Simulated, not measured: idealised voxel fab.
Process module heading - voxel released beams
cross-section cut | 230 nm wide | cells 5 nm
Heads up, the way a cross-section reads in here is a grid of square cells, handed over as bands from the top down, with every band being one or more rows of cells.
Each band's line starts with the height of the band's top and of its bottom, in nm. Then come its materials from left to right, each with its width in nm. One material with "full width" fills the band from edge to edge. "blank" is empty space.
Height reference: 0 = level under which incoming wafer is all one material. Lowest band: no bottom, runs on downward, e.g. "0 nm and below".
So if you see something like "30 to 40" for the width, read it as the top row of the band sitting at the first number and the bottom row at the second, with every row in between moving by the same amount as the last.
For the purposes of this document, the phrase "all unchanged" attached to a step denotes that no cell within the cross-section was modified by that step.
The entry "Sealed cavities" lists the empty spaces that cover at least 8 cells and have no open path to the top. Each is written as width x height at distance, where the distance is measured from the left edge and all three values are in nm.
The remark found on a step's line after its settings is issued by the simulator itself and pertains to that step.
When a step includes a mask, the "overlay nm" setting on its line states how far to the right of its planned place that mask lay, and negative values state how far to the left.
## So here's the lineup of process steps we planned
1,RECEIVE (material Si)
2,CONFORMAL_DEP (material SiN; thk nm 5)
3,DIRECTIONAL_DEP (material SiO2; thk nm 10)
4,DIRECTIONAL_DEP (material aC; thk nm 10)
5,PATTERN (tone open; mask id ANCHOR; material resist; width nm 45; thk nm 30; overlay nm 0)
6,DIRECTIONAL_ETCH (etch materials aC; depth nm 10)
7,STRIP (etch materials resist)
8,DIRECTIONAL_ETCH (etch materials SiO2; depth nm 10)
9,STRIP (etch materials aC)
10,CONFORMAL_DEP (material TiN; thk nm 15)
11,PATTERN (tone cover; mask id BEAM; material resist; width nm 120; thk nm 15; overlay nm 0)
12,DIRECTIONAL_ETCH (etch materials TiN; depth nm 15)
13,STRIP (etch materials resist)
14,STRIP (etch materials SiO2)
## As-received state of the wafer in cross-section, equivalent to post-step 1
* 0 nm and below  Si full width
* Sealed cavities: none
## Starting wafer: above. Plan: above. Run: one mistake. Cross-section after the module: below
* 30 nm to 20 nm  blank 50 nm, TiN 20 nm, blank 15 nm, TiN 85 nm, blank 60 nm
* 20 nm to 15 nm  TiN full width
* 15 nm to 5 nm  SiO2 55 nm, TiN 45 nm, SiO2 130 nm
* 5 nm to 0 nm  SiN full width
* 0 nm and below  Si full width
* Sealed cavities: none
Here's what went sideways: so step 12 ended up running with a different setting than we planned, it ran as DIRECTIONAL_ETCH (etch materials TiN; depth nm 10)
